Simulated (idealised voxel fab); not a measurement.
The following process module bears the name voxel gate over fins.
The width of the displayed cross-section, cut, is 140 nm; its cells are square, with a size of 5 nm.
How to read a cross-section here: the picture is a grid of square cells, written as bands going from the top down, and any band can span one or more rows of cells.
First you get the band's top height and its bottom height, in nm, and then the materials it's made of, left to right, with each width in nm. If you see a single material with "edge to edge", that one covers the band edge to edge. "empty" is empty space.
Height datum 0, below which the as-received substrate wafer is one material. Lowest band open at the bottom, running downward: "0 -> down".
When a width is written as two numbers, as in "30->40", the first number is the width in the top row of cells of the band and the second is the width in its bottom row, and the width changes by the same amount from each row to the next.
Step marked "nothing changed"? Then no cell in the cross-section changed in it.
Empty spaces counting at least 8 cells and having no open way to the top are listed in "Fully sealed voids". The notation width x height at distance is used for each, the distance being from the left edge and all three values in nm.
Post-settings text on a step line: simulator's own remark regarding the step.
overlay nm: step with mask; distance mask lay right of planned place; negative value = left of planned place.
# These are the steps we planned for the process
1. RECEIVE [material Si]
2. CONFORMAL_DEP [material SiN] [thk nm 10]
3. DIRECTIONAL_DEP [material aC] [thk nm 10]
4. PATTERN [tone cover] [mask id FINS] [material resist] [width nm 15] [pitch nm 55] [thk nm 25] [overlay nm 0]
5. DIRECTIONAL_ETCH [etch materials aC] [depth nm 10]
6. STRIP [etch materials resist]
7. DIRECTIONAL_ETCH [etch materials SiN] [depth nm 10]
8. DIRECTIONAL_ETCH [etch materials Si] [depth nm 35]
9. STRIP [etch materials aC]
10. OXIDIZE [depth nm 5]
11. FILL_DEP [material SiO2] [thk nm 10]
12. CMP [height nm 10]
13. DIRECTIONAL_DEP [material aC] [thk nm 15]
14. PATTERN [tone open] [mask id RAIL] [material resist] [width nm 15] [thk nm 30] [overlay nm 0]
15. DIRECTIONAL_ETCH [etch materials aC] [depth nm 15]
16. STRIP [etch materials resist]
17. DIRECTIONAL_ETCH [etch materials SiO2] [depth nm 40]
18. STRIP [etch materials aC]
19. CONFORMAL_DEP [material TiN] [thk nm 5]
20. FILL_DEP [material Ru] [thk nm 10]
21. CMP [height nm 10]
22. SELECTIVE_ETCH [etch materials W Ru TiN] [depth nm 25]
23. FILL_DEP [material SiO2] [thk nm 5]
24. CMP [height nm 10]
25. SELECTIVE_ETCH [etch materials SiO2] [depth nm 20]
26. STRIP [etch materials SiN]
27. CONFORMAL_DEP [material HfO2] [thk nm 5]
28. CONFORMAL_DEP [material TiN] [thk nm 5]
29. CONFORMAL_DEP [material TiAl] [thk nm 5]
30. CONFORMAL_DEP [material TiN] [thk nm 5]
31. FILL_DEP [material W] [thk nm 15]
32. CMP [height nm 30]
33. CONFORMAL_DEP [material SiCN] [thk nm 10]
# First of two wafers - as planned
# Cross-section of the wafer upon arrival, representing the state reached after step 1
    0 -> down: Si edge to edge
    Fully sealed voids: none
# Wafer xsec, post step 2
    10 -> 0: SiN edge to edge
    At heights below 0, the structure remains unaltered.
# Wafer xsec, post step 3
    20 -> 10: aC edge to edge
    At heights below 10, the structure remains unaltered.
# Wafer xsec, post step 4
    45 -> 20: empty: 35 | resist: 15 | empty: 40 | resist: 15 | empty: 35
    At heights below 20, the structure remains unaltered.
# Wafer xsec, post step 5
    35 -> 20: empty: 35 | resist: 15 | empty: 40 | resist: 15 | empty: 35
    20 -> 10: empty: 35 | aC: 15 | empty: 40 | aC: 15 | empty: 35
    At heights below 10, the structure remains unaltered.
# Wafer xsec, post step 6
    20 -> 10: empty: 35 | aC: 15 | empty: 40 | aC: 15 | empty: 35
    At heights below 10, the structure remains unaltered.
# Wafer xsec, post step 7
    20 -> 10: empty: 35 | aC: 15 | empty: 40 | aC: 15 | empty: 35
    10 -> 0: empty: 35 | SiN: 15 | empty: 40 | SiN: 15 | empty: 35
    At heights below 0, the structure remains unaltered.
# Wafer xsec, post step 8
    20 -> 10: empty: 35 | aC: 15 | empty: 40 | aC: 15 | empty: 35
    10 -> 0: empty: 35 | SiN: 15 | empty: 40 | SiN: 15 | empty: 35
    0 -> -35: empty: 35 | Si: 15 | empty: 40 | Si: 15 | empty: 35
    At heights below -35, the structure remains unaltered.
# Wafer xsec, post step 9
    10 -> 0: empty: 35 | SiN: 15 | empty: 40 | SiN: 15 | empty: 35
    At heights below 0, the structure remains unaltered.
# Wafer xsec, post step 10
    10 -> 0: empty: 35 | SiN: 15 | empty: 40 | SiN: 15 | empty: 35
    0 -> -35: empty: 35 | SiO2: 5 | Si: 5 | SiO2: 5 | empty: 40 | SiO2: 5 | Si: 5 | SiO2: 5 | empty: 35
    -35 -> -40: SiO2: 40 | Si: 5 | SiO2: 50 | Si: 5 | SiO2: 40
    At heights below -40, the structure remains unaltered.
# Wafer xsec, post step 11
    20 -> 10: SiO2 edge to edge
    10 -> 0: SiO2: 35 | SiN: 15 | SiO2: 40 | SiN: 15 | SiO2: 35
    0 -> -40: SiO2: 40 | Si: 5 | SiO2: 50 | Si: 5 | SiO2: 40
    At heights below -40, the structure remains unaltered.
# Wafer xsec, post step 12
    10 -> 0: SiO2: 35 | SiN: 15 | SiO2: 40 | SiN: 15 | SiO2: 35
    At heights below 0, the structure remains unaltered.
# Wafer xsec, post step 13
    25 -> 10: aC edge to edge
    At heights below 10, the structure remains unaltered.
# Wafer xsec, post step 14
    55 -> 25: resist: 60 | empty: 15 | resist: 65
    At heights below 25, the structure remains unaltered.
# Wafer xsec, post step 15
    40 -> 25: resist: 60 | empty: 15 | resist: 65
    25 -> 10: aC: 60 | empty: 15 | aC: 65
    At heights below 10, the structure remains unaltered.
# Wafer xsec, post step 16
    25 -> 10: aC: 60 | empty: 15 | aC: 65
    At heights below 10, the structure remains unaltered.
# Wafer xsec, post step 17
    25 -> 10: aC: 60 | empty: 15 | aC: 65
    10 -> 0: SiO2: 35 | SiN: 15 | SiO2: 10 | empty: 15 | SiO2: 15 | SiN: 15 | SiO2: 35
    0 -> -30: SiO2: 40 | Si: 5 | SiO2: 15 | empty: 15 | SiO2: 20 | Si: 5 | SiO2: 40
    At heights below -30, the structure remains unaltered.
# Wafer xsec, post step 18
    10 -> 0: SiO2: 35 | SiN: 15 | SiO2: 10 | empty: 15 | SiO2: 15 | SiN: 15 | SiO2: 35
    At heights below 0, the structure remains unaltered.
# Wafer xsec, post step 19
    15 -> 10: TiN: 65 | empty: 5 | TiN: 70
    10 -> 0: SiO2: 35 | SiN: 15 | SiO2: 10 | TiN: 5 | empty: 5 | TiN: 5 | SiO2: 15 | SiN: 15 | SiO2: 35
    0 -> -25: SiO2: 40 | Si: 5 | SiO2: 15 | TiN: 5 | empty: 5 | TiN: 5 | SiO2: 20 | Si: 5 | SiO2: 40
    -25 -> -30: SiO2: 40 | Si: 5 | SiO2: 15 | TiN: 15 | SiO2: 20 | Si: 5 | SiO2: 40
    At heights below -30, the structure remains unaltered.
# Wafer xsec, post step 20
    25 -> 15: Ru edge to edge
    15 -> 10: TiN: 65 | Ru: 5 | TiN: 70
    10 -> 0: SiO2: 35 | SiN: 15 | SiO2: 10 | TiN: 5 | Ru: 5 | TiN: 5 | SiO2: 15 | SiN: 15 | SiO2: 35
    0 -> -25: SiO2: 40 | Si: 5 | SiO2: 15 | TiN: 5 | Ru: 5 | TiN: 5 | SiO2: 20 | Si: 5 | SiO2: 40
    At heights below -25, the structure remains unaltered.
# Wafer xsec, post step 21
    10 -> 0: SiO2: 35 | SiN: 15 | SiO2: 10 | TiN: 5 | Ru: 5 | TiN: 5 | SiO2: 15 | SiN: 15 | SiO2: 35
    At heights below 0, the structure remains unaltered.
# Wafer xsec, post step 22
    10 -> 0: SiO2: 35 | SiN: 15 | SiO2: 10 | empty: 15 | SiO2: 15 | SiN: 15 | SiO2: 35
    0 -> -15: SiO2: 40 | Si: 5 | SiO2: 15 | empty: 15 | SiO2: 20 | Si: 5 | SiO2: 40
    At heights below -15, the structure remains unaltered.
# Wafer xsec, post step 23
    15 -> 10: SiO2 edge to edge
    10 -> 0: SiO2: 35 | SiN: 15 | SiO2: 40 | SiN: 15 | SiO2: 35
    0 -> -15: SiO2: 40 | Si: 5 | SiO2: 50 | Si: 5 | SiO2: 40
    At heights below -15, the structure remains unaltered.
# Wafer xsec, post step 24
    10 -> 0: SiO2: 35 | SiN: 15 | SiO2: 40 | SiN: 15 | SiO2: 35
    At heights below 0, the structure remains unaltered.
# Wafer xsec, post step 25
    10 -> 0: empty: 35 | SiN: 15 | empty: 40 | SiN: 15 | empty: 35
    0 -> -10: empty: 40 | Si: 5 | empty: 50 | Si: 5 | empty: 40
    At heights below -10, the structure remains unaltered.
# Wafer xsec, post step 26
    0 -> -10: empty: 40 | Si: 5 | empty: 50 | Si: 5 | empty: 40
    At heights below -10, the structure remains unaltered.
# Wafer xsec, post step 27
    5 -> 0: empty: 35 | HfO2: 15 | empty: 40 | HfO2: 15 | empty: 35
    0 -> -5: empty: 35 | HfO2: 5 | Si: 5 | HfO2: 5 | empty: 40 | HfO2: 5 | Si: 5 | HfO2: 5 | empty: 35
    -5 -> -10: HfO2: 40 | Si: 5 | HfO2: 50 | Si: 5 | HfO2: 40
    At heights below -10, the structure remains unaltered.
# Wafer xsec, post step 28
    10 -> 5: empty: 30 | TiN: 25 | empty: 30 | TiN: 25 | empty: 30
    5 -> 0: empty: 30 | TiN: 5 | HfO2: 15 | TiN: 5 | empty: 30 | TiN: 5 | HfO2: 15 | TiN: 5 | empty: 30
    0 -> -5: TiN: 35 | HfO2: 5 | Si: 5 | HfO2: 5 | TiN: 40 | HfO2: 5 | Si: 5 | HfO2: 5 | TiN: 35
    At heights below -5, the structure remains unaltered.
# Wafer xsec, post step 29
    15 -> 10: empty: 25 | TiAl: 35 | empty: 20 | TiAl: 35 | empty: 25
    10 -> 5: empty: 25 | TiAl: 5 | TiN: 25 | TiAl: 5 | empty: 20 | TiAl: 5 | TiN: 25 | TiAl: 5 | empty: 25
    5 -> 0: TiAl: 30 | TiN: 5 | HfO2: 15 | TiN: 5 | TiAl: 30 | TiN: 5 | HfO2: 15 | TiN: 5 | TiAl: 30
    At heights below 0, the structure remains unaltered.
# Wafer xsec, post step 30
    20 -> 15: empty: 20 | TiN: 45 | empty: 10 | TiN: 45 | empty: 20
    15 -> 10: empty: 20 | TiN: 5 | TiAl: 35 | TiN: 5 | empty: 10 | TiN: 5 | TiAl: 35 | TiN: 5 | empty: 20
    10 -> 5: TiN: 25 | TiAl: 5 | TiN: 25 | TiAl: 5 | TiN: 20 | TiAl: 5 | TiN: 25 | TiAl: 5 | TiN: 25
    At heights below 5, the structure remains unaltered.
# Wafer xsec, post step 31
    35 -> 20: W edge to edge
    20 -> 15: W: 20 | TiN: 45 | W: 10 | TiN: 45 | W: 20
    15 -> 10: W: 20 | TiN: 5 | TiAl: 35 | TiN: 5 | W: 10 | TiN: 5 | TiAl: 35 | TiN: 5 | W: 20
    At heights below 10, the structure remains unaltered.
# Wafer xsec, post step 32
    30 -> 20: W edge to edge
    At heights below 20, the structure remains unaltered.
# Wafer xsec, post step 33
    40 -> 30: SiCN edge to edge
    At heights below 30, the structure remains unaltered.
# Companion wafer, the second of two: same beginning, same intended sequence, one mistake in carrying it out; through step 7 inclusive it tracks the first exactly
# Second wafer, section view, time point: scheduled end of step 8
    20 -> 10: empty: 35 | aC: 15 | empty: 40 | aC: 15 | empty: 35
    10 -> 0: empty: 35 | SiN: 15 | empty: 40 | SiN: 15 | empty: 35
    0 -> -45: empty: 35 | Si: 15 | empty: 40 | Si: 15 | empty: 35
    At heights below -45, the structure remains unaltered.
# Second wafer, section view, time point: scheduled end of step 9
    10 -> 0: empty: 35 | SiN: 15 | empty: 40 | SiN: 15 | empty: 35
    At heights below 0, the structure remains unaltered.
# Second wafer, section view, time point: scheduled end of step 10
    10 -> 0: empty: 35 | SiN: 15 | empty: 40 | SiN: 15 | empty: 35
    0 -> -45: empty: 35 | SiO2: 5 | Si: 5 | SiO2: 5 | empty: 40 | SiO2: 5 | Si: 5 | SiO2: 5 | empty: 35
    -45 -> -50: SiO2: 40 | Si: 5 | SiO2: 50 | Si: 5 | SiO2: 40
    At heights below -50, the structure remains unaltered.
# Second wafer, section view, time point: scheduled end of step 11
    20 -> 10: SiO2 edge to edge
    10 -> 0: SiO2: 35 | SiN: 15 | SiO2: 40 | SiN: 15 | SiO2: 35
    0 -> -50: SiO2: 40 | Si: 5 | SiO2: 50 | Si: 5 | SiO2: 40
    At heights below -50, the structure remains unaltered.
# Second wafer, section view, time point: scheduled end of step 12
    10 -> 0: SiO2: 35 | SiN: 15 | SiO2: 40 | SiN: 15 | SiO2: 35
    At heights below 0, the structure remains unaltered.
# Second wafer, section view, time point: scheduled end of step 13
    25 -> 10: aC edge to edge
    At heights below 10, the structure remains unaltered.
# Second wafer, section view, time point: scheduled end of step 14
    55 -> 25: resist: 60 | empty: 15 | resist: 65
    At heights below 25, the structure remains unaltered.
# Second wafer, section view, time point: scheduled end of step 15
    40 -> 25: resist: 60 | empty: 15 | resist: 65
    25 -> 10: aC: 60 | empty: 15 | aC: 65
    At heights below 10, the structure remains unaltered.
# Second wafer, section view, time point: scheduled end of step 16
    25 -> 10: aC: 60 | empty: 15 | aC: 65
    At heights below 10, the structure remains unaltered.
# Second wafer, section view, time point: scheduled end of step 17
    25 -> 10: aC: 60 | empty: 15 | aC: 65
    10 -> 0: SiO2: 35 | SiN: 15 | SiO2: 10 | empty: 15 | SiO2: 15 | SiN: 15 | SiO2: 35
    0 -> -30: SiO2: 40 | Si: 5 | SiO2: 15 | empty: 15 | SiO2: 20 | Si: 5 | SiO2: 40
    At heights below -30, the structure remains unaltered.
# Second wafer, section view, time point: scheduled end of step 18
    10 -> 0: SiO2: 35 | SiN: 15 | SiO2: 10 | empty: 15 | SiO2: 15 | SiN: 15 | SiO2: 35
    At heights below 0, the structure remains unaltered.
# Second wafer, section view, time point: scheduled end of step 19
    15 -> 10: TiN: 65 | empty: 5 | TiN: 70
    10 -> 0: SiO2: 35 | SiN: 15 | SiO2: 10 | TiN: 5 | empty: 5 | TiN: 5 | SiO2: 15 | SiN: 15 | SiO2: 35
    0 -> -25: SiO2: 40 | Si: 5 | SiO2: 15 | TiN: 5 | empty: 5 | TiN: 5 | SiO2: 20 | Si: 5 | SiO2: 40
    -25 -> -30: SiO2: 40 | Si: 5 | SiO2: 15 | TiN: 15 | SiO2: 20 | Si: 5 | SiO2: 40
    At heights below -30, the structure remains unaltered.
# Second wafer, section view, time point: scheduled end of step 20
    25 -> 15: Ru edge to edge
    15 -> 10: TiN: 65 | Ru: 5 | TiN: 70
    10 -> 0: SiO2: 35 | SiN: 15 | SiO2: 10 | TiN: 5 | Ru: 5 | TiN: 5 | SiO2: 15 | SiN: 15 | SiO2: 35
    0 -> -25: SiO2: 40 | Si: 5 | SiO2: 15 | TiN: 5 | Ru: 5 | TiN: 5 | SiO2: 20 | Si: 5 | SiO2: 40
    At heights below -25, the structure remains unaltered.
# Second wafer, section view, time point: scheduled end of step 21
    10 -> 0: SiO2: 35 | SiN: 15 | SiO2: 10 | TiN: 5 | Ru: 5 | TiN: 5 | SiO2: 15 | SiN: 15 | SiO2: 35
    At heights below 0, the structure remains unaltered.
# Second wafer, section view, time point: scheduled end of step 22
    10 -> 0: SiO2: 35 | SiN: 15 | SiO2: 10 | empty: 15 | SiO2: 15 | SiN: 15 | SiO2: 35
    0 -> -15: SiO2: 40 | Si: 5 | SiO2: 15 | empty: 15 | SiO2: 20 | Si: 5 | SiO2: 40
    At heights below -15, the structure remains unaltered.
# Second wafer, section view, time point: scheduled end of step 23
    15 -> 10: SiO2 edge to edge
    10 -> 0: SiO2: 35 | SiN: 15 | SiO2: 40 | SiN: 15 | SiO2: 35
    0 -> -15: SiO2: 40 | Si: 5 | SiO2: 50 | Si: 5 | SiO2: 40
    At heights below -15, the structure remains unaltered.
# Second wafer, section view, time point: scheduled end of step 24
    10 -> 0: SiO2: 35 | SiN: 15 | SiO2: 40 | SiN: 15 | SiO2: 35
    At heights below 0, the structure remains unaltered.
# Second wafer, section view, time point: scheduled end of step 25
    10 -> 0: empty: 35 | SiN: 15 | empty: 40 | SiN: 15 | empty: 35
    0 -> -10: empty: 40 | Si: 5 | empty: 50 | Si: 5 | empty: 40
    At heights below -10, the structure remains unaltered.
# Second wafer, section view, time point: scheduled end of step 26
    0 -> -10: empty: 40 | Si: 5 | empty: 50 | Si: 5 | empty: 40
    At heights below -10, the structure remains unaltered.
# Second wafer, section view, time point: scheduled end of step 27
    5 -> 0: empty: 35 | HfO2: 15 | empty: 40 | HfO2: 15 | empty: 35
    0 -> -5: empty: 35 | HfO2: 5 | Si: 5 | HfO2: 5 | empty: 40 | HfO2: 5 | Si: 5 | HfO2: 5 | empty: 35
    -5 -> -10: HfO2: 40 | Si: 5 | HfO2: 50 | Si: 5 | HfO2: 40
    At heights below -10, the structure remains unaltered.
# Second wafer, section view, time point: scheduled end of step 28
    10 -> 5: empty: 30 | TiN: 25 | empty: 30 | TiN: 25 | empty: 30
    5 -> 0: empty: 30 | TiN: 5 | HfO2: 15 | TiN: 5 | empty: 30 | TiN: 5 | HfO2: 15 | TiN: 5 | empty: 30
    0 -> -5: TiN: 35 | HfO2: 5 | Si: 5 | HfO2: 5 | TiN: 40 | HfO2: 5 | Si: 5 | HfO2: 5 | TiN: 35
    At heights below -5, the structure remains unaltered.
# Second wafer, section view, time point: scheduled end of step 29
    15 -> 10: empty: 25 | TiAl: 35 | empty: 20 | TiAl: 35 | empty: 25
    10 -> 5: empty: 25 | TiAl: 5 | TiN: 25 | TiAl: 5 | empty: 20 | TiAl: 5 | TiN: 25 | TiAl: 5 | empty: 25
    5 -> 0: TiAl: 30 | TiN: 5 | HfO2: 15 | TiN: 5 | TiAl: 30 | TiN: 5 | HfO2: 15 | TiN: 5 | TiAl: 30
    At heights below 0, the structure remains unaltered.
# Second wafer, section view, time point: scheduled end of step 30
    20 -> 15: empty: 20 | TiN: 45 | empty: 10 | TiN: 45 | empty: 20
    15 -> 10: empty: 20 | TiN: 5 | TiAl: 35 | TiN: 5 | empty: 10 | TiN: 5 | TiAl: 35 | TiN: 5 | empty: 20
    10 -> 5: TiN: 25 | TiAl: 5 | TiN: 25 | TiAl: 5 | TiN: 20 | TiAl: 5 | TiN: 25 | TiAl: 5 | TiN: 25
    At heights below 5, the structure remains unaltered.
# Second wafer, section view, time point: scheduled end of step 31
    35 -> 20: W edge to edge
    20 -> 15: W: 20 | TiN: 45 | W: 10 | TiN: 45 | W: 20
    15 -> 10: W: 20 | TiN: 5 | TiAl: 35 | TiN: 5 | W: 10 | TiN: 5 | TiAl: 35 | TiN: 5 | W: 20
    At heights below 10, the structure remains unaltered.
# Second wafer, section view, time point: scheduled end of step 32
    30 -> 20: W edge to edge
    At heights below 20, the structure remains unaltered.
# Second wafer, section view, time point: scheduled end of step 33
    40 -> 30: SiCN edge to edge
    At heights below 30, the structure remains unaltered.
It is concluded that the wafer was processed incorrectly with respect to the plan, in that contrary to plan, step 8 was performed as DIRECTIONAL_ETCH [etch materials Si] [depth nm 45]
Once processing is complete, comparing cell counts shows that the second wafer has more or fewer of certain materials than the first: Si -52, SiO2 +52
